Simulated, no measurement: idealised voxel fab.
process module | voxel capacitor over wiring
cross-section cut | 155 nm wide | cells 5 nm
A cross-section is a grid of square cells, given in bands from the top down. A band is one or more rows of cells.
Each band's line starts with the height of the band's top and of its bottom, in nm. Then come its materials from left to right, each with its width in nm. One material with "throughout" fills the band from edge to edge. "air" is empty space.
Height 0 is the level under which the wafer as received is all one material. The lowest band goes on downwards, as in "0 down".
A width such as "30 to 40" changes by the same amount from each row of cells to the next, from the band's top row to its bottom row.
"no change" after a step means that no cell of the cross-section changed.
closed voids: empty space of 8 cells or more with no open way to the top, each as width x height at its distance from the left edge, in nm
after a step's settings: what the simulator itself notes on the step
overlay nm, on a step with a mask: how far to the right of its planned place the mask lay; to the left if negative
plan
1 op RECEIVE | material Si
2 op CONFORMAL_DEP | material SiO2 | thk nm 15
3 op DIRECTIONAL_DEP | material TiN | thk nm 5
4 op DIRECTIONAL_DEP | material W | thk nm 15
5 op DIRECTIONAL_DEP | material aC | thk nm 10
6 op PATTERN | tone cover | mask id METAL_1 | material resist | width nm 20 | pitch nm 75 | thk nm 25 | overlay nm 0
7 op DIRECTIONAL_ETCH | etch materials aC | depth nm 10
8 op STRIP | etch materials resist
9 op DIRECTIONAL_ETCH | etch materials W | depth nm 15
10 op DIRECTIONAL_ETCH | etch materials TiN | depth nm 5
11 op STRIP | etch materials aC
12 op FILL_DEP | material SiO2 | thk nm 10
13 op CMP | height nm 35
14 op CONFORMAL_DEP | material SiCN | thk nm 5
15 op DIRECTIONAL_DEP | material lowk | thk nm 20
16 op PATTERN | tone open | mask id PLUG_1 | material resist | width nm 15 | thk nm 15 | overlay nm 0
17 op DIRECTIONAL_ETCH | etch materials lowk | depth nm 20
18 op DIRECTIONAL_ETCH | etch materials SiCN | depth nm 5
19 op STRIP | etch materials resist
20 op EPI | material Ru | thk nm 10
21 op EPI | material Ru | thk nm 10
22 op EPI | material Ru | thk nm 5
23 op DIRECTIONAL_DEP | material TiN | thk nm 10
24 op DIRECTIONAL_DEP | material SiN | thk nm 5
25 op DIRECTIONAL_DEP | material TiN | thk nm 10
26 op MASKED_ETCH | tone cover | mask id UPPER_PLATE | width nm 60 | etch materials TiN | depth nm 10 | overlay nm 0
27 op MASKED_ETCH | tone cover | mask id UPPER_PLATE | width nm 60 | etch materials SiN | depth nm 5 | overlay nm 0
28 op MASKED_ETCH | tone cover | mask id LOWER_PLATE | width nm 70 | etch materials TiN | depth nm 10 | overlay nm 0
29 op FILL_DEP | material SiO2 | thk nm 15
30 op CMP | height nm 95
31 op MASKED_ETCH | tone open | mask id PLUG_2 | width nm 15 | etch materials SiO2 | depth nm 10 | overlay nm 0
32 op CONFORMAL_DEP | material TiN | thk nm 5
33 op FILL_DEP | material Ru | thk nm 5
34 op CMP | height nm 95
35 op CONFORMAL_DEP | material SiN | thk nm 5
as received, after step 1
  0 down: Si throughout
  closed voids: none
a wafer at the end: this start, this plan, one mistake
  90 to 85: SiN throughout
  85 to 75: SiO2 35 | TiN 60 | SiO2 60
  75 to 70: SiO2 35 | SiN 60 | SiO2 60
  70 to 60: SiO2 30 | TiN 70 | SiO2 55
  60 to 40: lowk 35 | Ru 15 | lowk 105
  40 to 35: SiCN 35 | Ru 15 | SiCN 105
  35 to 20: SiO2 30 | W 20 | SiO2 55 | W 20 | SiO2 30
  20 to 15: SiO2 30 | TiN 20 | SiO2 55 | TiN 20 | SiO2 30
  15 to 0: SiO2 throughout
  0 down: Si throughout
  closed voids: none
what went wrong: step 34 ran as: op CMP | height nm 85
